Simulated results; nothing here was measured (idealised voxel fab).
process module | voxel air gaps
cross-section cut | 290 nm wide | cells 5 nm
A cross-section is a grid of square cells, given in bands from the top down. A band is one or more rows of cells.
Each band's line starts with the height of the band's top and of its bottom, in nm. Then come its materials from left to right, each with its width in nm. One material with "throughout" fills the band from edge to edge. "air" is empty space.
Height 0 is the level under which the wafer as received is all one material. The lowest band goes on downwards, as in "0 down".
A width such as "30 to 40" changes by the same amount from each row of cells to the next, from the band's top row to its bottom row.
"no change" after a step means that no cell of the cross-section changed.
closed voids: empty space of 8 cells or more with no open way to the top, each as width x height at its distance from the left edge, in nm
after a step's settings: what the simulator itself notes on the step
overlay nm, on a step with a mask: how far to the right of its planned place the mask lay; to the left if negative
plan
1 op RECEIVE | material Si
2 op CONFORMAL_DEP | material SiO2 | thk nm 15
3 op CONFORMAL_DEP | material SiN | thk nm 5
4 op DIRECTIONAL_DEP | material SiO2 | thk nm 30
5 op DIRECTIONAL_DEP | material aC | thk nm 10
6 op PATTERN | tone open | mask id LINES | material resist | width nm 15 | pitch nm 45 | thk nm 30 | overlay nm 0
7 op DIRECTIONAL_ETCH | etch materials aC | depth nm 10
8 op STRIP | etch materials resist
9 op DIRECTIONAL_ETCH | etch materials SiO2 | depth nm 30
10 op STRIP | etch materials aC
11 op CONFORMAL_DEP | material TiN | thk nm 5
12 op FILL_DEP | material Ru | thk nm 10
13 op CMP | height nm 50
14 op EPI | material Ru | thk nm 10
15 op SELECTIVE_ETCH | etch materials SiO2 | depth nm 40
16 op CONFORMAL_DEP | material SiN | thk nm 5
as received, after step 1
  0 down: Si throughout
  closed voids: none
first wafer at the end, as planned
  65 to 60: air 55 | SiN 180 | air 55
  60 to 50: air 55 | SiN 5 | Ru 35 | SiN 10 | Ru 35 | SiN 10 | Ru 35 | SiN 10 | Ru 35 | SiN 5 | air 55
  50 to 45: air 55 | SiN 15 | TiN 5 | Ru 5 | TiN 5 | SiN 30 | TiN 5 | Ru 5 | TiN 5 | SiN 30 | TiN 5 | Ru 5 | TiN 5 | SiN 30 | TiN 5 | Ru 5 | TiN 5 | SiN 15 | air 55
  45 to 25: air 65 | SiN 5 | TiN 5 | Ru 5 | TiN 5 | SiN 5 | air 20 | SiN 5 | TiN 5 | Ru 5 | TiN 5 | SiN 5 | air 20 | SiN 5 | TiN 5 | Ru 5 | TiN 5 | SiN 5 | air 20 | SiN 5 | TiN 5 | Ru 5 | TiN 5 | SiN 5 | air 65
  25 to 20: SiN 70 | TiN 15 | SiN 30 | TiN 15 | SiN 30 | TiN 15 | SiN 30 | TiN 15 | SiN 70
  20 to 15: SiN throughout
  15 to 0: SiO2 throughout
  0 down: Si throughout
  closed voids: 20 x 20 at 90; 20 x 20 at 135; 20 x 20 at 180
second wafer at the end: like start, like plan, one mistake
  65 to 60: air 55 | SiN 180 | air 55
  60 to 50: air 55 | SiN 5 | Ru 35 | SiN 10 | Ru 35 | SiN 10 | Ru 35 | SiN 10 | Ru 35 | SiN 5 | air 55
  50 to 25: air 55 | SiN 5 | Ru 10 | TiN 5 | Ru 5 | TiN 5 | Ru 10 | SiN 10 | Ru 10 | TiN 5 | Ru 5 | TiN 5 | Ru 10 | SiN 10 | Ru 10 | TiN 5 | Ru 5 | TiN 5 | Ru 10 | SiN 10 | Ru 10 | TiN 5 | Ru 5 | TiN 5 | Ru 10 | SiN 5 | air 55
  25 to 20: SiN 60 | Ru 10 | TiN 15 | Ru 10 | SiN 10 | Ru 10 | TiN 15 | Ru 10 | SiN 10 | Ru 10 | TiN 15 | Ru 10 | SiN 10 | Ru 10 | TiN 15 | Ru 10 | SiN 60
  20 to 15: SiN throughout
  15 to 0: SiO2 throughout
  0 down: Si throughout
  closed voids: none
what went wrong: steps 14 and 15 were swapped
at the end the second wafer has, in cells: 96 more of Ru | 32 fewer of SiN
closed voids at the end (first wafer, second wafer): 3, 0
